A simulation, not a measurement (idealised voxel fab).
The document below concerns the process module designated voxel transistor to metal.
The cross-section on display is named cut; it measures 185 nm wide, and its cells are 5 nm squares.
Reading order for cross-sections: top band down to bottom band. Underlying form: a grid of square cells. Band size: one or more rows of cells. Band: top and bottom heights (nm) first, top before bottom; then materials from left to right, widths in nm. "throughout" marks a sole material filling the band edge to edge. "air" denotes empty space. All heights in this document are referenced to 0, defined as the level beneath which the wafer, as received, consists entirely of one material. The lowest band is not bounded below; it extends indefinitely downward and is written in the form "0 nm and below". A two-number width, for instance "30->40", indicates that the width is equal to the first number in the top row of the band and to the second number in the bottom row, and that it changes by a constant amount per row of cells. When a step is marked "nothing changed", none of the cells in the cross-section changed during that step. Entry "Completely enclosed voids". Content: empty spaces with no open connection to the top, size 8 cells or greater. Each: width x height at distance. Distance: from left edge. Unit: nm. Formally, on a step line, whatever follows the settings is a remark that the simulator itself makes on the step. The optional step-line setting "overlay nm" applies to steps with a mask and quantifies how far to the right of its planned location the mask lay, a negative value indicating leftward placement.
Below is the list of planned process steps:
1) RECEIVE, material Si
2) CONFORMAL_DEP, material SiO2, thk nm 5
3) CONFORMAL_DEP, material SiN, thk nm 10
4) DIRECTIONAL_DEP, material aC, thk nm 10
5) PATTERN, tone cover, mask id ACTIVE, material resist, width nm 95, thk nm 30, overlay nm 0
6) DIRECTIONAL_ETCH, etch materials aC, depth nm 10
7) STRIP, etch materials resist
8) DIRECTIONAL_ETCH, etch materials SiN, depth nm 10
9) DIRECTIONAL_ETCH, etch materials SiO2, depth nm 5
10) DIRECTIONAL_ETCH, etch materials Si, depth nm 25
11) STRIP, etch materials aC
12) FILL_DEP, material SiO2, thk nm 15
13) CMP, height nm 15
14) SELECTIVE_ETCH, etch materials SiO2, depth nm 5
15) STRIP, etch materials SiN
16) SELECTIVE_ETCH, etch materials SiO2, depth nm 5
17) OXIDIZE, depth nm 5
18) DIRECTIONAL_DEP, material polySi, thk nm 25
19) DIRECTIONAL_DEP, material SiCN, thk nm 15
20) MASKED_ETCH, tone cover, mask id GATE, width nm 25, etch materials SiCN, depth nm 25, overlay nm 0
21) MASKED_ETCH, tone cover, mask id GATE, width nm 25, etch materials polySi, depth nm 35, overlay nm 0
22) CONFORMAL_DEP, material SiN, thk nm 5
23) DIRECTIONAL_ETCH, etch materials SiN, depth nm 5
24) DIRECTIONAL_ETCH, etch materials SiO2, depth nm 5
25) EPI, material SiGe, thk nm 5
26) FILL_DEP, material SiO2, thk nm 10
27) CMP, height nm 25
28) STRIP, etch materials polySi
29) SELECTIVE_ETCH, etch materials SiO2, depth nm 5
30) CONFORMAL_DEP, material HfO2, thk nm 5
31) CONFORMAL_DEP, material TiN, thk nm 5
32) FILL_DEP, material W, thk nm 10
33) CMP, height nm 20
34) DIRECTIONAL_DEP, material SiO2, thk nm 15
35) MASKED_ETCH, tone open, mask id CONTACT, width nm 15, pitch nm 70, etch materials SiO2, depth nm 35, overlay nm 0
36) CONFORMAL_DEP, material TiN, thk nm 5
37) FILL_DEP, material Ru, thk nm 5
38) CMP, height nm 35
39) DIRECTIONAL_DEP, material TiN, thk nm 5
40) DIRECTIONAL_DEP, material Ru, thk nm 15
41) MASKED_ETCH, tone cover, mask id METAL_1, width nm 15, pitch nm 70, etch materials Ru, depth nm 15, overlay nm 0
42) MASKED_ETCH, tone cover, mask id METAL_1, width nm 15, pitch nm 70, etch materials TiN, depth nm 5, overlay nm 0
43) CONFORMAL_DEP, material SiCN, thk nm 5
44) FILL_DEP, material lowk, thk nm 5
45) CMP, height nm 55
46) CONFORMAL_DEP, material SiCN, thk nm 5
47) DIRECTIONAL_DEP, material lowk, thk nm 25
48) DIRECTIONAL_DEP, material aC, thk nm 10
49) PATTERN, tone open, mask id METAL_2, material resist, width nm 15, pitch nm 70, thk nm 30, overlay nm 0
50) DIRECTIONAL_ETCH, etch materials aC, depth nm 10
51) STRIP, etch materials resist
52) DIRECTIONAL_ETCH, etch materials lowk, depth nm 15
53) STRIP, etch materials aC
54) MASKED_ETCH, tone open, mask id METAL_2_HOLES, width nm 15, pitch nm 70, etch materials lowk, depth nm 10, overlay nm 0
55) MASKED_ETCH, tone open, mask id METAL_2_HOLES, width nm 15, pitch nm 70, etch materials SiCN, depth nm 5, overlay nm 0
56) CONFORMAL_DEP, material TiN, thk nm 5
57) FILL_DEP, material Cu, thk nm 5
58) CMP, height nm 85
59) CONFORMAL_DEP, material SiCN, thk nm 5
Cross-section of the wafer at receipt, which is the condition after step 1:
> 0 nm and below | Si throughout
> Completely enclosed voids: none
Look at the cross-section after the module: the wafer started out the way shown above and the plan was the one shown above, yet one mistake was made along the way:
> 90 nm to 85 nm | SiCN throughout
> 85 nm to 60 nm | lowk: 50 / TiN: 5 / Cu: 5 / TiN: 5 / lowk: 55 / TiN: 5 / Cu: 5 / TiN: 5 / lowk: 50
> 60 nm to 55 nm | SiCN: 50 / TiN: 15 / SiCN: 55 / TiN: 15 / SiCN: 50
> 55 nm to 40 nm | lowk: 45 / SiCN: 5 / Ru: 15 / SiCN: 5 / lowk: 45 / SiCN: 5 / Ru: 15 / SiCN: 5 / lowk: 45
> 40 nm to 35 nm | SiCN: 50 / TiN: 15 / SiCN: 55 / TiN: 15 / SiCN: 50
> 35 nm to 30 nm | W: 65 / TiN: 25 / W: 5 / TiN: 25 / W: 65
> 30 nm to 25 nm | TiN: 70 / HfO2: 15 / TiN: 5 / W: 5 / TiN: 5 / HfO2: 15 / TiN: 70
> 25 nm to 20 nm | HfO2: 75 / SiN: 5 / HfO2: 5 / TiN: 5 / W: 5 / TiN: 5 / HfO2: 5 / SiN: 5 / HfO2: 75
> 20 nm to 5 nm | SiO2: 75 / SiN: 5 / HfO2: 5 / TiN: 5 / W: 5 / TiN: 5 / HfO2: 5 / SiN: 5 / SiO2: 75
> 5 nm to 0 nm | SiO2: 40 / SiN: 5 / SiO2: 30 / SiN: 5 / HfO2: 5 / TiN: 15 / HfO2: 5 / SiN: 5 / SiO2: 30 / SiN: 5 / SiO2: 40
> 0 nm to -5 nm | SiO2: 45 / SiGe: 30 / HfO2: 35 / SiGe: 30 / SiO2: 45
> -5 nm to -25 nm | SiO2: 45 / Si: 95 / SiO2: 45
> -25 nm and below | Si throughout
> Completely enclosed voids: none
Against the plan, the run slipped here: not run: step 33 of the plan (skipped)
